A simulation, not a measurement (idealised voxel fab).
The following process module bears the name voxel double patterning.
cross-section cut | 145 nm wide | cells 5 nm
Cross-sections here: square-cell grids, written as top-down lists of bands, a band being one or more rows of cells.
For a band, the entry starts with two heights in nm, that of the top and then that of the bottom, and carries on with the band's materials in order from left to right, each alongside its width in nm; the word "edge to edge" beside a single material means it fills the band edge to edge, and "blank" means empty space.
Height 0 is the level under which the wafer as received is all one material. The lowest band goes on downwards, as in "z 0 and below".
Note: "30 to 40" means the width goes from the first number (top row of the band) to the second number (bottom row) in equal steps per row of cells.
"no modification" after a step means that no cell of the cross-section changed.
What "Completely sealed voids" gives you is every empty space of 8 cells or more that is cut off from the top. Each appears as width x height at distance, with the distance taken from the left edge and width, height and distance all in nm.
Whatever follows a step's settings on its line is a remark the simulator itself makes about that step.
overlay nm: step with mask; distance mask lay right of planned place; negative value = left of planned place.
Pairs follow: section before one process step, section after it down to the lowest changed band, step with settings underneath. Pairs may come from different runs of this module on the same starting wafer; continuity with the pair above only as stated in the "Pre-step" entry.

Pre-step:
- z 0 and below: Si edge to edge
- Completely sealed voids: none

Cut View, Post-Step:
- z 10 to 0: SiO2 edge to edge
- Below a height of 0, the structure has not been altered.
- Completely sealed voids: none
Name the step between the before and after sections above: CONFORMAL_DEP: material SiO2, thk nm 10

Pre-step: unchanged from the after cross-section in the pair immediately above; refer to that figure.

Cut View, Post-Step:
- z 25 to 10: W edge to edge
- Below a height of 10, the structure has not been altered.
- Completely sealed voids: none
Name the step between the before and after sections above: DIRECTIONAL_DEP: material W, thk nm 15

Pre-step: unchanged from the after cross-section in the pair immediately above; refer to that figure.

Cut View, Post-Step:
- z 30 to 25: SiN edge to edge
- Below a height of 25, the structure has not been altered.
- Completely sealed voids: none
Name the step between the before and after sections above: DIRECTIONAL_DEP: material SiN, thk nm 5

Pre-step: unchanged from the after cross-section in the pair immediately above; refer to that figure.

Cut View, Post-Step:
- z 45 to 30: aC edge to edge
- Below a height of 30, the structure has not been altered.
- Completely sealed voids: none
Name the step between the before and after sections above: DIRECTIONAL_DEP: material aC, thk nm 15

Pre-step: unchanged from the after cross-section in the pair immediately above; refer to that figure.

Cut View, Post-Step:
- z 75 to 45: resist 40; blank 15; resist 35; blank 15; resist 40
- Below a height of 45, the structure has not been altered.
- Completely sealed voids: none
Name the step between the before and after sections above: PATTERN: tone open, mask id FIRST, material resist, width nm 15, pitch nm 50, thk nm 30, overlay nm 0

Pre-step: unchanged from the after cross-section in the pair immediately above; refer to that figure.

Cut View, Post-Step:
- z 60 to 45: resist 40; blank 15; resist 35; blank 15; resist 40
- z 45 to 30: aC 40; blank 15; aC 35; blank 15; aC 40
- Below a height of 30, the structure has not been altered.
- Completely sealed voids: none
Name the step between the before and after sections above: DIRECTIONAL_ETCH: etch materials aC, depth nm 15

Pre-step: unchanged from the after cross-section in the pair immediately above; refer to that figure.

Cut View, Post-Step:
- z 45 to 30: aC 40; blank 15; aC 35; blank 15; aC 40
- Below a height of 30, the structure has not been altered.
- Completely sealed voids: none
Name the step between the before and after sections above: STRIP: etch materials resist

Pre-step: unchanged from the after cross-section in the pair immediately above; refer to that figure.

Cut View, Post-Step:
- z 45 to 30: aC 40; blank 15; aC 35; blank 15; aC 40
- z 30 to 25: SiN 40; blank 15; SiN 35; blank 15; SiN 40
- Below a height of 25, the structure has not been altered.
- Completely sealed voids: none
Name the step between the before and after sections above: DIRECTIONAL_ETCH: etch materials SiN, depth nm 5

Pre-step: unchanged from the after cross-section in the pair immediately above; refer to that figure.

Cut View, Post-Step:
- z 30 to 25: SiN 40; blank 15; SiN 35; blank 15; SiN 40
- Below a height of 25, the structure has not been altered.
- Completely sealed voids: none
Name the step between the before and after sections above: STRIP: etch materials aC

Pre-step: unchanged from the after cross-section in the pair immediately above; refer to that figure.

Cut View, Post-Step:
- z 45 to 40: aC 40; blank 15; aC 35; blank 15; aC 40
- z 40 to 30: aC edge to edge
- z 30 to 25: SiN 40; aC 15; SiN 35; aC 15; SiN 40
- Below a height of 25, the structure has not been altered.
- Completely sealed voids: none
Name the step between the before and after sections above: DIRECTIONAL_DEP: material aC, thk nm 15

Pre-step: unchanged from the after cross-section in the pair immediately above; refer to that figure.

Cut View, Post-Step:
- z 75 to 45: resist 65; blank 15; resist 65
- z 45 to 40: aC 40; resist 15; aC 35; resist 15; aC 40
- Below a height of 40, the structure has not been altered.
- Completely sealed voids: none
Name the step between the before and after sections above: PATTERN: tone open, mask id SECOND, material resist, width nm 15, thk nm 30, overlay nm 0

Pre-step: unchanged from the after cross-section in the pair immediately above; refer to that figure.

Cut View, Post-Step:
- z 60 to 45: resist 65; blank 15; resist 65
- z 45 to 40: aC 40; resist 15; aC 10; blank 15; aC 10; resist 15; aC 40
- z 40 to 30: aC 65; blank 15; aC 65
- Below a height of 30, the structure has not been altered.
- Completely sealed voids: none
Name the step between the before and after sections above: DIRECTIONAL_ETCH: etch materials aC, depth nm 15

Pre-step: unchanged from the after cross-section in the pair immediately above; refer to that figure.

Cut View, Post-Step:
- z 45 to 40: aC 40; blank 15; aC 10; blank 15; aC 10; blank 15; aC 40
- Below a height of 40, the structure has not been altered.
- Completely sealed voids: none
Name the step between the before and after sections above: STRIP: etch materials resist

Pre-step: unchanged from the after cross-section in the pair immediately above; refer to that figure.

Cut View, Post-Step:
- z 45 to 40: aC 40; blank 15; aC 10; blank 15; aC 10; blank 15; aC 40
- z 40 to 30: aC 65; blank 15; aC 65
- z 30 to 25: SiN 40; aC 15; SiN 10; blank 15; SiN 10; aC 15; SiN 40
- Below a height of 25, the structure has not been altered.
- Completely sealed voids: none
Name the step between the before and after sections above: DIRECTIONAL_ETCH: etch materials SiN, depth nm 5

Pre-step: unchanged from the after cross-section in the pair immediately above; refer to that figure.

Cut View, Post-Step:
- z 30 to 25: SiN 40; blank 15; SiN 10; blank 15; SiN 10; blank 15; SiN 40
- Below a height of 25, the structure has not been altered.
- Completely sealed voids: none
Name the step between the before and after sections above: STRIP: etch materials aC

Pre-step: unchanged from the after cross-section in the pair immediately above; refer to that figure.

Cut View, Post-Step:
- z 30 to 25: SiN 40; blank 15; SiN 10; blank 15; SiN 10; blank 15; SiN 40
- z 25 to 10: W 40; blank 15; W 10; blank 15; W 10; blank 15; W 40
- Below a height of 10, the structure has not been altered.
- Completely sealed voids: none
Name the step between the before and after sections above: DIRECTIONAL_ETCH: etch materials W, depth nm 15

Pre-step: unchanged from the after cross-section in the pair immediately above; refer to that figure.

Cut View, Post-Step:
- z 25 to 10: W 40; blank 15; W 10; blank 15; W 10; blank 15; W 40
- Below a height of 10, the structure has not been altered.
- Completely sealed voids: none
Name the step between the before and after sections above: STRIP: etch materials SiN

Pre-step:
- z 0 and below: Si edge to edge
- Completely sealed voids: none

Cut View, Post-Step:
- z 15 to 0: W edge to edge
- Below a height of 0, the structure has not been altered.
- Completely sealed voids: none
Name the step between the before and after sections above: DIRECTIONAL_DEP: material W, thk nm 15

Pre-step: unchanged from the after cross-section in the pair immediately above; refer to that figure.

Cut View, Post-Step:
- z 20 to 15: SiN edge to edge
- Below a height of 15, the structure has not been altered.
- Completely sealed voids: none
Name the step between the before and after sections above: DIRECTIONAL_DEP: material SiN, thk nm 5

Pre-step: unchanged from the after cross-section in the pair immediately above; refer to that figure.

Cut View, Post-Step:
- z 35 to 20: aC edge to edge
- Below a height of 20, the structure has not been altered.
- Completely sealed voids: none
Name the step between the before and after sections above: DIRECTIONAL_DEP: material aC, thk nm 15

Pre-step: unchanged from the after cross-section in the pair immediately above; refer to that figure.

Cut View, Post-Step:
- z 65 to 35: resist 40; blank 15; resist 35; blank 15; resist 40
- Below a height of 35, the structure has not been altered.
- Completely sealed voids: none
Name the step between the before and after sections above: PATTERN: tone open, mask id FIRST, material resist, width nm 15, pitch nm 50, thk nm 30, overlay nm 0

Pre-step: unchanged from the after cross-section in the pair immediately above; refer to that figure.

Cut View, Post-Step:
- z 50 to 35: resist 40; blank 15; resist 35; blank 15; resist 40
- z 35 to 20: aC 40; blank 15; aC 35; blank 15; aC 40
- Below a height of 20, the structure has not been altered.
- Completely sealed voids: none
Name the step between the before and after sections above: DIRECTIONAL_ETCH: etch materials aC, depth nm 15

Pre-step: unchanged from the after cross-section in the pair immediately above; refer to that figure.

Cut View, Post-Step:
- z 35 to 20: aC 40; blank 15; aC 35; blank 15; aC 40
- Below a height of 20, the structure has not been altered.
- Completely sealed voids: none
Name the step between the before and after sections above: STRIP: etch materials resist

Pre-step: unchanged from the after cross-section in the pair immediately above; refer to that figure.

Cut View, Post-Step:
- z 35 to 20: aC 40; blank 15; aC 35; blank 15; aC 40
- z 20 to 15: SiN 40; blank 15; SiN 35; blank 15; SiN 40
- Below a height of 15, the structure has not been altered.
- Completely sealed voids: none
Name the step between the before and after sections above: DIRECTIONAL_ETCH: etch materials SiN, depth nm 5

Pre-step: unchanged from the after cross-section in the pair immediately above; refer to that figure.

Cut View, Post-Step:
- z 20 to 15: SiN 40; blank 15; SiN 35; blank 15; SiN 40
- Below a height of 15, the structure has not been altered.
- Completely sealed voids: none
Name the step between the before and after sections above: STRIP: etch materials aC

Pre-step: unchanged from the after cross-section in the pair immediately above; refer to that figure.

Cut View, Post-Step:
- z 35 to 30: aC 40; blank 15; aC 35; blank 15; aC 40
- z 30 to 20: aC edge to edge
- z 20 to 15: SiN 40; aC 15; SiN 35; aC 15; SiN 40
- Below a height of 15, the structure has not been altered.
- Completely sealed voids: none
Name the step between the before and after sections above: DIRECTIONAL_DEP: material aC, thk nm 15

Pre-step: unchanged from the after cross-section in the pair immediately above; refer to that figure.

Cut View, Post-Step:
- z 65 to 35: resist 65; blank 15; resist 65
- z 35 to 30: aC 40; resist 15; aC 35; resist 15; aC 40
- Below a height of 30, the structure has not been altered.
- Completely sealed voids: none
Name the step between the before and after sections above: PATTERN: tone open, mask id SECOND, material resist, width nm 15, thk nm 30, overlay nm 0

Pre-step: unchanged from the after cross-section in the pair immediately above; refer to that figure.

Cut View, Post-Step:
- z 50 to 35: resist 65; blank 15; resist 65
- z 35 to 30: aC 40; resist 15; aC 10; blank 15; aC 10; resist 15; aC 40
- z 30 to 20: aC 65; blank 15; aC 65
- Below a height of 20, the structure has not been altered.
- Completely sealed voids: none
Name the step between the before and after sections above: DIRECTIONAL_ETCH: etch materials aC, depth nm 15

Pre-step: unchanged from the after cross-section in the pair immediately above; refer to that figure.

Cut View, Post-Step:
- z 35 to 30: aC 40; blank 15; aC 10; blank 15; aC 10; blank 15; aC 40
- Below a height of 30, the structure has not been altered.
- Completely sealed voids: none
Name the step between the before and after sections above: STRIP: etch materials resist

Pre-step: unchanged from the after cross-section in the pair immediately above; refer to that figure.

Cut View, Post-Step:
- z 35 to 30: aC 40; blank 15; aC 10; blank 15; aC 10; blank 15; aC 40
- z 30 to 20: aC 65; blank 15; aC 65
- z 20 to 15: SiN 40; aC 15; SiN 10; blank 15; SiN 10; aC 15; SiN 40
- Below a height of 15, the structure has not been altered.
- Completely sealed voids: none
Name the step between the before and after sections above: DIRECTIONAL_ETCH: etch materials SiN, depth nm 5

Pre-step: unchanged from the after cross-section in the pair immediately above; refer to that figure.

Cut View, Post-Step:
- z 20 to 15: SiN 40; blank 15; SiN 10; blank 15; SiN 10; blank 15; SiN 40
- Below a height of 15, the structure has not been altered.
- Completely sealed voids: none
Name the step between the before and after sections above: STRIP: etch materials aC

Pre-step: unchanged from the after cross-section in the pair immediately above; refer to that figure.

Cut View, Post-Step:
- z 20 to 15: SiN 40; blank 15; SiN 10; blank 15; SiN 10; blank 15; SiN 40
- z 15 to 0: W 40; blank 15; W 10; blank 15; W 10; blank 15; W 40
- Below a height of 0, the structure has not been altered.
- Completely sealed voids: none
Name the step between the before and after sections above: DIRECTIONAL_ETCH: etch materials W, depth nm 15

Pre-step: unchanged from the after cross-section in the pair immediately above; refer to that figure.

Cut View, Post-Step:
- z 15 to 0: W 40; blank 15; W 10; blank 15; W 10; blank 15; W 40
- Below a height of 0, the structure has not been altered.
- Completely sealed voids: none
Name the step between the before and after sections above: STRIP: etch materials SiN

Pre-step:
- z 25 to 10: W edge to edge
- z 10 to 0: SiO2 edge to edge
- z 0 and below: Si edge to edge
- Completely sealed voids: none

Cut View, Post-Step:
- z 40 to 10: W edge to edge
- Below a height of 10, the structure has not been altered.
- Completely sealed voids: none
Name the step between the before and after sections above: DIRECTIONAL_DEP: material W, thk nm 15

Pre-step: unchanged from the after cross-section in the pair immediately above; refer to that figure.

Cut View, Post-Step:
- z 45 to 40: SiN edge to edge
- Below a height of 40, the structure has not been altered.
- Completely sealed voids: none
Name the step between the before and after sections above: DIRECTIONAL_DEP: material SiN, thk nm 5

Pre-step: unchanged from the after cross-section in the pair immediately above; refer to that figure.

Cut View, Post-Step:
- z 60 to 45: aC edge to edge
- Below a height of 45, the structure has not been altered.
- Completely sealed voids: none
Name the step between the before and after sections above: DIRECTIONAL_DEP: material aC, thk nm 15

Pre-step: unchanged from the after cross-section in the pair immediately above; refer to that figure.

Cut View, Post-Step:
- z 90 to 60: resist 40; blank 15; resist 35; blank 15; resist 40
- Below a height of 60, the structure has not been altered.
- Completely sealed voids: none
Name the step between the before and after sections above: PATTERN: tone open, mask id FIRST, material resist, width nm 15, pitch nm 50, thk nm 30, overlay nm 0

Pre-step: unchanged from the after cross-section in the pair immediately above; refer to that figure.

Cut View, Post-Step:
- z 75 to 60: resist 40; blank 15; resist 35; blank 15; resist 40
- z 60 to 45: aC 40; blank 15; aC 35; blank 15; aC 40
- Below a height of 45, the structure has not been altered.
- Completely sealed voids: none
Name the step between the before and after sections above: DIRECTIONAL_ETCH: etch materials aC, depth nm 15

Pre-step: unchanged from the after cross-section in the pair immediately above; refer to that figure.

Cut View, Post-Step:
- z 60 to 45: aC 40; blank 15; aC 35; blank 15; aC 40
- Below a height of 45, the structure has not been altered.
- Completely sealed voids: none
Name the step between the before and after sections above: STRIP: etch materials resist

Pre-step: unchanged from the after cross-section in the pair immediately above; refer to that figure.

Cut View, Post-Step:
- z 60 to 45: aC 40; blank 15; aC 35; blank 15; aC 40
- z 45 to 40: SiN 40; blank 15; SiN 35; blank 15; SiN 40
- Below a height of 40, the structure has not been altered.
- Completely sealed voids: none
Name the step between the before and after sections above: DIRECTIONAL_ETCH: etch materials SiN, depth nm 5

Pre-step: unchanged from the after cross-section in the pair immediately above; refer to that figure.

Cut View, Post-Step:
- z 45 to 40: SiN 40; blank 15; SiN 35; blank 15; SiN 40
- Below a height of 40, the structure has not been altered.
- Completely sealed voids: none
Name the step between the before and after sections above: STRIP: etch materials aC

Pre-step: unchanged from the after cross-section in the pair immediately above; refer to that figure.

Cut View, Post-Step:
- z 60 to 55: aC 40; blank 15; aC 35; blank 15; aC 40
- z 55 to 45: aC edge to edge
- z 45 to 40: SiN 40; aC 15; SiN 35; aC 15; SiN 40
- Below a height of 40, the structure has not been altered.
- Completely sealed voids: none
Name the step between the before and after sections above: DIRECTIONAL_DEP: material aC, thk nm 15

Pre-step: unchanged from the after cross-section in the pair immediately above; refer to that figure.

Cut View, Post-Step:
- z 90 to 60: resist 65; blank 15; resist 65
- z 60 to 55: aC 40; resist 15; aC 35; resist 15; aC 40
- Below a height of 55, the structure has not been altered.
- Completely sealed voids: none
Name the step between the before and after sections above: PATTERN: tone open, mask id SECOND, material resist, width nm 15, thk nm 30, overlay nm 0

Pre-step: unchanged from the after cross-section in the pair immediately above; refer to that figure.

Cut View, Post-Step:
- z 75 to 60: resist 65; blank 15; resist 65
- z 60 to 55: aC 40; resist 15; aC 10; blank 15; aC 10; resist 15; aC 40
- z 55 to 45: aC 65; blank 15; aC 65
- Below a height of 45, the structure has not been altered.
- Completely sealed voids: none
Name the step between the before and after sections above: DIRECTIONAL_ETCH: etch materials aC, depth nm 15

Pre-step: unchanged from the after cross-section in the pair immediately above; refer to that figure.

Cut View, Post-Step:
- z 60 to 55: aC 40; blank 15; aC 10; blank 15; aC 10; blank 15; aC 40
- Below a height of 55, the structure has not been altered.
- Completely sealed voids: none
Name the step between the before and after sections above: STRIP: etch materials resist

Pre-step: unchanged from the after cross-section in the pair immediately above; refer to that figure.

Cut View, Post-Step:
- z 60 to 55: aC 40; blank 15; aC 10; blank 15; aC 10; blank 15; aC 40
- z 55 to 45: aC 65; blank 15; aC 65
- z 45 to 40: SiN 40; aC 15; SiN 10; blank 15; SiN 10; aC 15; SiN 40
- Below a height of 40, the structure has not been altered.
- Completely sealed voids: none
Name the step between the before and after sections above: DIRECTIONAL_ETCH: etch materials SiN, depth nm 5

Pre-step: unchanged from the after cross-section in the pair immediately above; refer to that figure.

Cut View, Post-Step:
- z 45 to 40: SiN 40; blank 15; SiN 10; blank 15; SiN 10; blank 15; SiN 40
- Below a height of 40, the structure has not been altered.
- Completely sealed voids: none
Name the step between the before and after sections above: STRIP: etch materials aC

Pre-step: unchanged from the after cross-section in the pair immediately above; refer to that figure.

Cut View, Post-Step:
- z 45 to 40: SiN 40; blank 15; SiN 10; blank 15; SiN 10; blank 15; SiN 40
- z 40 to 25: W 40; blank 15; W 10; blank 15; W 10; blank 15; W 40
- Below a height of 25, the structure has not been altered.
- Completely sealed voids: none
Name the step between the before and after sections above: DIRECTIONAL_ETCH: etch materials W, depth nm 15

Pre-step: unchanged from the after cross-section in the pair immediately above; refer to that figure.

Cut View, Post-Step:
- z 40 to 25: W 40; blank 15; W 10; blank 15; W 10; blank 15; W 40
- Below a height of 25, the structure has not been altered.
- Completely sealed voids: none
Name the step between the before and after sections above: STRIP: etch materials SiN

Pre-step:
- z 15 to 0: W edge to edge
- z 0 and below: Si edge to edge
- Completely sealed voids: none

Cut View, Post-Step:
- z 25 to 15: SiO2 edge to edge
- Below a height of 15, the structure has not been altered.
- Completely sealed voids: none
Name the step between the before and after sections above: CONFORMAL_DEP: material SiO2, thk nm 10

Pre-step: unchanged from the after cross-section in the pair immediately above; refer to that figure.

Cut View, Post-Step:
- z 30 to 25: SiN edge to edge
- Below a height of 25, the structure has not been altered.
- Completely sealed voids: none
Name the step between the before and after sections above: DIRECTIONAL_DEP: material SiN, thk nm 5

Pre-step: unchanged from the after cross-section in the pair immediately above; refer to that figure.

Cut View, Post-Step:
- z 45 to 30: aC edge to edge
- Below a height of 30, the structure has not been altered.
- Completely sealed voids: none
Name the step between the before and after sections above: DIRECTIONAL_DEP: material aC, thk nm 15

Pre-step: unchanged from the after cross-section in the pair immediately above; refer to that figure.

Cut View, Post-Step:
- z 75 to 45: resist 40; blank 15; resist 35; blank 15; resist 40
- Below a height of 45, the structure has not been altered.
- Completely sealed voids: none
Name the step between the before and after sections above: PATTERN: tone open, mask id FIRST, material resist, width nm 15, pitch nm 50, thk nm 30, overlay nm 0

Pre-step: unchanged from the after cross-section in the pair immediately above; refer to that figure.

Cut View, Post-Step:
- z 60 to 45: resist 40; blank 15; resist 35; blank 15; resist 40
- z 45 to 30: aC 40; blank 15; aC 35; blank 15; aC 40
- Below a height of 30, the structure has not been altered.
- Completely sealed voids: none
Name the step between the before and after sections above: DIRECTIONAL_ETCH: etch materials aC, depth nm 15

Pre-step: unchanged from the after cross-section in the pair immediately above; refer to that figure.

Cut View, Post-Step:
- z 45 to 30: aC 40; blank 15; aC 35; blank 15; aC 40
- Below a height of 30, the structure has not been altered.
- Completely sealed voids: none
Name the step between the before and after sections above: STRIP: etch materials resist

Pre-step: unchanged from the after cross-section in the pair immediately above; refer to that figure.

Cut View, Post-Step:
- z 45 to 30: aC 40; blank 15; aC 35; blank 15; aC 40
- z 30 to 25: SiN 40; blank 15; SiN 35; blank 15; SiN 40
- Below a height of 25, the structure has not been altered.
- Completely sealed voids: none
Name the step between the before and after sections above: DIRECTIONAL_ETCH: etch materials SiN, depth nm 5

Pre-step: unchanged from the after cross-section in the pair immediately above; refer to that figure.

Cut View, Post-Step:
- z 30 to 25: SiN 40; blank 15; SiN 35; blank 15; SiN 40
- Below a height of 25, the structure has not been altered.
- Completely sealed voids: none
Name the step between the before and after sections above: STRIP: etch materials aC

Pre-step: unchanged from the after cross-section in the pair immediately above; refer to that figure.

Cut View, Post-Step:
- z 45 to 40: aC 40; blank 15; aC 35; blank 15; aC 40
- z 40 to 30: aC edge to edge
- z 30 to 25: SiN 40; aC 15; SiN 35; aC 15; SiN 40
- Below a height of 25, the structure has not been altered.
- Completely sealed voids: none
Name the step between the before and after sections above: DIRECTIONAL_DEP: material aC, thk nm 15

Pre-step: unchanged from the after cross-section in the pair immediately above; refer to that figure.

Cut View, Post-Step:
- z 75 to 45: resist 65; blank 15; resist 65
- z 45 to 40: aC 40; resist 15; aC 35; resist 15; aC 40
- Below a height of 40, the structure has not been altered.
- Completely sealed voids: none
Name the step between the before and after sections above: PATTERN: tone open, mask id SECOND, material resist, width nm 15, thk nm 30, overlay nm 0

Pre-step: unchanged from the after cross-section in the pair immediately above; refer to that figure.

Cut View, Post-Step:
- z 60 to 45: resist 65; blank 15; resist 65
- z 45 to 40: aC 40; resist 15; aC 10; blank 15; aC 10; resist 15; aC 40
- z 40 to 30: aC 65; blank 15; aC 65
- Below a height of 30, the structure has not been altered.
- Completely sealed voids: none
Name the step between the before and after sections above: DIRECTIONAL_ETCH: etch materials aC, depth nm 15

Pre-step: unchanged from the after cross-section in the pair immediately above; refer to that figure.

Cut View, Post-Step:
- z 45 to 40: aC 40; blank 15; aC 10; blank 15; aC 10; blank 15; aC 40
- Below a height of 40, the structure has not been altered.
- Completely sealed voids: none
Name the step between the before and after sections above: STRIP: etch materials resist

Pre-step: unchanged from the after cross-section in the pair immediately above; refer to that figure.

Cut View, Post-Step:
- z 45 to 40: aC 40; blank 15; aC 10; blank 15; aC 10; blank 15; aC 40
- z 40 to 30: aC 65; blank 15; aC 65
- z 30 to 25: SiN 40; aC 15; SiN 10; blank 15; SiN 10; aC 15; SiN 40
- Below a height of 25, the structure has not been altered.
- Completely sealed voids: none
Name the step between the before and after sections above: DIRECTIONAL_ETCH: etch materials SiN, depth nm 5

Pre-step: unchanged from the after cross-section in the pair immediately above; refer to that figure.

Cut View, Post-Step:
- z 30 to 25: SiN 40; blank 15; SiN 10; blank 15; SiN 10; blank 15; SiN 40
- Below a height of 25, the structure has not been altered.
- Completely sealed voids: none
Name the step between the before and after sections above: STRIP: etch materials aC

Pre-step: unchanged from the after cross-section in the pair immediately above; refer to that figure.

Cut View, Post-Step:
- z 25 to 15: SiO2 edge to edge
- Below a height of 15, the structure has not been altered.
- Completely sealed voids: none
Name the step between the before and after sections above: STRIP: etch materials SiN

Pre-step:
- z 10 to 0: SiO2 edge to edge
- z 0 and below: Si edge to edge
- Completely sealed voids: none

Cut View, Post-Step:
- z 20 to 10: W edge to edge
- Below a height of 10, the structure has not been altered.
- Completely sealed voids: none
Name the step between the before and after sections above: DIRECTIONAL_DEP: material W, thk nm 10

Pre-step: unchanged from the after cross-section in the pair immediately above; refer to that figure.

Cut View, Post-Step:
- z 25 to 20: SiN edge to edge
- Below a height of 20, the structure has not been altered.
- Completely sealed voids: none
Name the step between the before and after sections above: DIRECTIONAL_DEP: material SiN, thk nm 5

Pre-step: unchanged from the after cross-section in the pair immediately above; refer to that figure.

Cut View, Post-Step:
- z 40 to 25: aC edge to edge
- Below a height of 25, the structure has not been altered.
- Completely sealed voids: none
Name the step between the before and after sections above: DIRECTIONAL_DEP: material aC, thk nm 15

Pre-step: unchanged from the after cross-section in the pair immediately above; refer to that figure.

Cut View, Post-Step:
- z 70 to 40: resist 40; blank 15; resist 35; blank 15; resist 40
- Below a height of 40, the structure has not been altered.
- Completely sealed voids: none
Name the step between the before and after sections above: PATTERN: tone open, mask id FIRST, material resist, width nm 15, pitch nm 50, thk nm 30, overlay nm 0

Pre-step: unchanged from the after cross-section in the pair immediately above; refer to that figure.

Cut View, Post-Step:
- z 55 to 40: resist 40; blank 15; resist 35; blank 15; resist 40
- z 40 to 25: aC 40; blank 15; aC 35; blank 15; aC 40
- Below a height of 25, the structure has not been altered.
- Completely sealed voids: none
Name the step between the before and after sections above: DIRECTIONAL_ETCH: etch materials aC, depth nm 15

Pre-step: unchanged from the after cross-section in the pair immediately above; refer to that figure.

Cut View, Post-Step:
- z 40 to 25: aC 40; blank 15; aC 35; blank 15; aC 40
- Below a height of 25, the structure has not been altered.
- Completely sealed voids: none
Name the step between the before and after sections above: STRIP: etch materials resist

Pre-step: unchanged from the after cross-section in the pair immediately above; refer to that figure.

Cut View, Post-Step:
- z 40 to 25: aC 40; blank 15; aC 35; blank 15; aC 40
- z 25 to 20: SiN 40; blank 15; SiN 35; blank 15; SiN 40
- Below a height of 20, the structure has not been altered.
- Completely sealed voids: none
Name the step between the before and after sections above: DIRECTIONAL_ETCH: etch materials SiN, depth nm 5

Pre-step: unchanged from the after cross-section in the pair immediately above; refer to that figure.

Cut View, Post-Step:
- z 25 to 20: SiN 40; blank 15; SiN 35; blank 15; SiN 40
- Below a height of 20, the structure has not been altered.
- Completely sealed voids: none
Name the step between the before and after sections above: STRIP: etch materials aC

Pre-step: unchanged from the after cross-section in the pair immediately above; refer to that figure.

Cut View, Post-Step:
- z 40 to 35: aC 40; blank 15; aC 35; blank 15; aC 40
- z 35 to 25: aC edge to edge
- z 25 to 20: SiN 40; aC 15; SiN 35; aC 15; SiN 40
- Below a height of 20, the structure has not been altered.
- Completely sealed voids: none
Name the step between the before and after sections above: DIRECTIONAL_DEP: material aC, thk nm 15

Pre-step: unchanged from the after cross-section in the pair immediately above; refer to that figure.

Cut View, Post-Step:
- z 70 to 40: resist 65; blank 15; resist 65
- z 40 to 35: aC 40; resist 15; aC 35; resist 15; aC 40
- Below a height of 35, the structure has not been altered.
- Completely sealed voids: none
Name the step between the before and after sections above: PATTERN: tone open, mask id SECOND, material resist, width nm 15, thk nm 30, overlay nm 0

Pre-step: unchanged from the after cross-section in the pair immediately above; refer to that figure.

Cut View, Post-Step:
- z 55 to 40: resist 65; blank 15; resist 65
- z 40 to 35: aC 40; resist 15; aC 10; blank 15; aC 10; resist 15; aC 40
- z 35 to 25: aC 65; blank 15; aC 65
- Below a height of 25, the structure has not been altered.
- Completely sealed voids: none
Name the step between the before and after sections above: DIRECTIONAL_ETCH: etch materials aC, depth nm 15

Pre-step: unchanged from the after cross-section in the pair immediately above; refer to that figure.

Cut View, Post-Step:
- z 40 to 35: aC 40; blank 15; aC 10; blank 15; aC 10; blank 15; aC 40
- Below a height of 35, the structure has not been altered.
- Completely sealed voids: none
Name the step between the before and after sections above: STRIP: etch materials resist

Pre-step: unchanged from the after cross-section in the pair immediately above; refer to that figure.

Cut View, Post-Step:
- z 40 to 35: aC 40; blank 15; aC 10; blank 15; aC 10; blank 15; aC 40
- z 35 to 25: aC 65; blank 15; aC 65
- z 25 to 20: SiN 40; aC 15; SiN 10; blank 15; SiN 10; aC 15; SiN 40
- Below a height of 20, the structure has not been altered.
- Completely sealed voids: none
Name the step between the before and after sections above: DIRECTIONAL_ETCH: etch materials SiN, depth nm 5

Pre-step: unchanged from the after cross-section in the pair immediately above; refer to that figure.

Cut View, Post-Step:
- z 25 to 20: SiN 40; blank 15; SiN 10; blank 15; SiN 10; blank 15; SiN 40
- Below a height of 20, the structure has not been altered.
- Completely sealed voids: none
Name the step between the before and after sections above: STRIP: etch materials aC

Pre-step: unchanged from the after cross-section in the pair immediately above; refer to that figure.

Cut View, Post-Step:
- z 25 to 20: SiN 40; blank 15; SiN 10; blank 15; SiN 10; blank 15; SiN 40
- z 20 to 10: W 40; blank 15; W 10; blank 15; W 10; blank 15; W 40
- Below a height of 10, the structure has not been altered.
- Completely sealed voids: none
Name the step between the before and after sections above: DIRECTIONAL_ETCH: etch materials W, depth nm 15

Pre-step: unchanged from the after cross-section in the pair immediately above; refer to that figure.

Cut View, Post-Step:
- z 20 to 10: W 40; blank 15; W 10; blank 15; W 10; blank 15; W 40
- Below a height of 10, the structure has not been altered.
- Completely sealed voids: none
Name the step between the before and after sections above: STRIP: etch materials SiN

Pre-step:
- z 45 to 40: aC 40; blank 15; aC 35; blank 15; aC 40
- z 40 to 30: aC edge to edge
- z 30 to 25: SiN 40; aC 15; SiN 35; aC 15; SiN 40
- z 25 to 10: W edge to edge
- z 10 to 0: SiO2 edge to edge
- z 0 and below: Si edge to edge
- Completely sealed voids: none

Cut View, Post-Step:
- z 75 to 45: resist 60; blank 25; resist 60
- z 45 to 40: aC 40; resist 15; aC 35; resist 15; aC 40
- Below a height of 40, the structure has not been altered.
- Completely sealed voids: none
Name the step between the before and after sections above: PATTERN: tone open, mask id SECOND, material resist, width nm 25, thk nm 30, overlay nm 0

Pre-step: unchanged from the after cross-section in the pair immediately above; refer to that figure.

Cut View, Post-Step:
- z 60 to 45: resist 60; blank 25; resist 60
- z 45 to 40: aC 40; resist 15; aC 5; blank 25; aC 5; resist 15; aC 40
- z 40 to 30: aC 60; blank 25; aC 60
- Below a height of 30, the structure has not been altered.
- Completely sealed voids: none
Name the step between the before and after sections above: DIRECTIONAL_ETCH: etch materials aC, depth nm 15

Pre-step: unchanged from the after cross-section in the pair immediately above; refer to that figure.

Cut View, Post-Step:
- z 45 to 40: aC 40; blank 15; aC 5; blank 25; aC 5; blank 15; aC 40
- Below a height of 40, the structure has not been altered.
- Completely sealed voids: none
Name the step between the before and after sections above: STRIP: etch materials resist

Pre-step: unchanged from the after cross-section in the pair immediately above; refer to that figure.

Cut View, Post-Step:
- z 45 to 40: aC 40; blank 15; aC 5; blank 25; aC 5; blank 15; aC 40
- z 40 to 30: aC 60; blank 25; aC 60
- z 30 to 25: SiN 40; aC 15; SiN 5; blank 25; SiN 5; aC 15; SiN 40
- Below a height of 25, the structure has not been altered.
- Completely sealed voids: none
Name the step between the before and after sections above: DIRECTIONAL_ETCH: etch materials SiN, depth nm 5

Pre-step: unchanged from the after cross-section in the pair immediately above; refer to that figure.

Cut View, Post-Step:
- z 30 to 25: SiN 40; blank 15; SiN 5; blank 25; SiN 5; blank 15; SiN 40
- Below a height of 25, the structure has not been altered.
- Completely sealed voids: none
Name the step between the before and after sections above: STRIP: etch materials aC
